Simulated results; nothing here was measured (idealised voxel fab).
Proc. module: voxel ribs on slabs
Displayed cross-section: cut, width of 260 nm, square cells sized 5 nm.
Think of the cross-section as a grid of square cells. We describe it in bands, top to bottom, and each band covers one or more rows of those cells. Band: top and bottom heights (nm) first, top before bottom; then materials from left to right, widths in nm. "throughout" marks a sole material filling the band edge to edge. "blank" denotes empty space. Note: height 0 marks the level under which the wafer is uniformly one material as received. Lowest band unbounded below, written "0 -> down". The notation "30..40" denotes a width that varies across the rows of cells in the band, beginning at the first number in the top row, finishing at the second number in the bottom row, and changing by an identical amount from each row to the next. "nothing changed" (step): cross-section cells unchanged, all of them. Closed void table: empty space of 8 cells or more with no open way to the top, each as width x height at its distance from the left edge, in nm. Text after the settings on a step's line: the simulator's own remark on that step. overlay nm: for a step with a mask, the amount by which the mask lay right of where it was planned; a negative amount means left of it.
# Process steps foreseen in the plan
step 1: RECEIVE, material Si
step 2: DIRECTIONAL_DEP, material SiO2, thk nm 30
step 3: DIRECTIONAL_DEP, material SiN, thk nm 15
step 4: PATTERN, tone cover, mask id RIB, material resist, width nm 25, thk nm 15, overlay nm 0
step 5: DIRECTIONAL_ETCH, etch materials SiN, depth nm 5
step 6: STRIP, etch materials resist
step 7: MASKED_ETCH, tone cover, mask id SLAB, width nm 55, etch materials SiN, depth nm 10, overlay nm 0
step 8: FILL_DEP, material SiO2, thk nm 25
step 9: CMP, height nm 65
step 10: DIRECTIONAL_DEP, material TiN, thk nm 5
step 11: MASKED_ETCH, tone cover, mask id HEATER, width nm 35, etch materials TiN, depth nm 5, overlay nm 0
step 12: CONFORMAL_DEP, material SiO2, thk nm 5
# The first of a set of two wafers, run to plan
# Wafer as received: cross-section following step 1
> 0 -> down = Si throughout
> Closed void table: none
# Take a look at the wafer's cross-section after step 2
> 30 -> 0 = SiO2 throughout
> For the remainder of the cross-section, below 0, there is no change.
# Take a look at the wafer's cross-section after step 3
> 45 -> 30 = SiN throughout
> For the remainder of the cross-section, below 30, there is no change.
# Take a look at the wafer's cross-section after step 4
> 60 -> 45 = blank: 115, then resist: 25, then blank: 120
> For the remainder of the cross-section, below 45, there is no change.
# Take a look at the wafer's cross-section after step 5
> 60 -> 45 = blank: 115, then resist: 25, then blank: 120
> 45 -> 40 = blank: 115, then SiN: 25, then blank: 120
> For the remainder of the cross-section, below 40, there is no change.
# Take a look at the wafer's cross-section after step 6
> 45 -> 40 = blank: 115, then SiN: 25, then blank: 120
> For the remainder of the cross-section, below 40, there is no change.
# Take a look at the wafer's cross-section after step 7
> 45 -> 40 = blank: 115, then SiN: 25, then blank: 120
> 40 -> 30 = blank: 100, then SiN: 55, then blank: 105
> For the remainder of the cross-section, below 30, there is no change.
# Take a look at the wafer's cross-section after step 8
> 70 -> 45 = SiO2 throughout
> 45 -> 40 = SiO2: 115, then SiN: 25, then SiO2: 120
> 40 -> 30 = SiO2: 100, then SiN: 55, then SiO2: 105
> For the remainder of the cross-section, below 30, there is no change.
# Take a look at the wafer's cross-section after step 9
> 65 -> 45 = SiO2 throughout
> For the remainder of the cross-section, below 45, there is no change.
# Take a look at the wafer's cross-section after step 10
> 70 -> 65 = TiN throughout
> For the remainder of the cross-section, below 65, there is no change.
# Take a look at the wafer's cross-section after step 11
> 70 -> 65 = blank: 110, then TiN: 35, then blank: 115
> For the remainder of the cross-section, below 65, there is no change.
# Take a look at the wafer's cross-section after step 12
> 75 -> 70 = blank: 105, then SiO2: 45, then blank: 110
> 70 -> 65 = SiO2: 110, then TiN: 35, then SiO2: 115
> For the remainder of the cross-section, below 65, there is no change.
# The Second Wafer: Common Origin and Plan, One Mistake in Execution, Identical to the First Through Step 11
Here is the second wafer in cross-section at the point where step 12 of the plan should have been done: nothing changed
Finding, execution versus plan: plan step 12: skipped, not run
It is noted that, at the conclusion of processing, the second wafer exhibits a higher or lower cell count for certain materials relative to the first: SiO2 -54
